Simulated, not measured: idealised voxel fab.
process module | voxel spacer lines
cross-section cut | 225 nm wide | cells 5 nm
A cross-section is a grid of square cells, given in bands from the top down. A band is one or more rows of cells.
Each band's line starts with the height of the band's top and of its bottom, in nm. Then come its materials from left to right, each with its width in nm. One material with "throughout" fills the band from edge to edge. "air" is empty space.
Height 0 is the level under which the wafer as received is all one material. The lowest band goes on downwards, as in "0 down".
A width such as "30 to 40" changes by the same amount from each row of cells to the next, from the band's top row to its bottom row.
"no change" after a step means that no cell of the cross-section changed.
closed voids: empty space of 8 cells or more with no open way to the top, each as width x height at its distance from the left edge, in nm
after a step's settings: what the simulator itself notes on the step
overlay nm, on a step with a mask: how far to the right of its planned place the mask lay; to the left if negative
plan
1 op RECEIVE | material Si
2 op CONFORMAL_DEP | material Al2O3 | thk nm 10
3 op DIRECTIONAL_DEP | material TiN | thk nm 10
4 op DIRECTIONAL_DEP | material aC | thk nm 25
5 op PATTERN | tone cover | mask id MANDREL | material resist | width nm 25 | pitch nm 70 | thk nm 35 | overlay nm -15
6 op DIRECTIONAL_ETCH | etch materials aC | depth nm 25
7 op STRIP | etch materials resist
8 op CONFORMAL_DEP | material SiO2 | thk nm 10
9 op DIRECTIONAL_ETCH | etch materials SiO2 | depth nm 10
10 op STRIP | etch materials aC
11 op DIRECTIONAL_ETCH | etch materials TiN | depth nm 10
12 op STRIP | etch materials SiO2
13 op FILL_DEP | material lowk | thk nm 10
14 op CMP | height nm 20
varied across the wafers: overlay nm of step 5. The plan shows the first wafer's value. All wafers start alike
first wafer as received, after step 1
  0 down: Si throughout
  closed voids: none
each wafer at the end: cells of each material gained (+) or lost (-) since it was received, then its closed voids
overlay nm -15 | +90 Al2O3 | +24 TiN | +66 lowk | closed voids: none
overlay nm -10 | +90 Al2O3 | +24 TiN | +66 lowk | closed voids: none
overlay nm -5 | +90 Al2O3 | +24 TiN | +66 lowk | closed voids: none
overlay nm 0 | +90 Al2O3 | +24 TiN | +66 lowk | closed voids: none
overlay nm 5 | +90 Al2O3 | +24 TiN | +66 lowk | closed voids: none
overlay nm 10 | +90 Al2O3 | +24 TiN | +66 lowk | closed voids: none
overlay nm 15 | +90 Al2O3 | +24 TiN | +66 lowk | closed voids: none
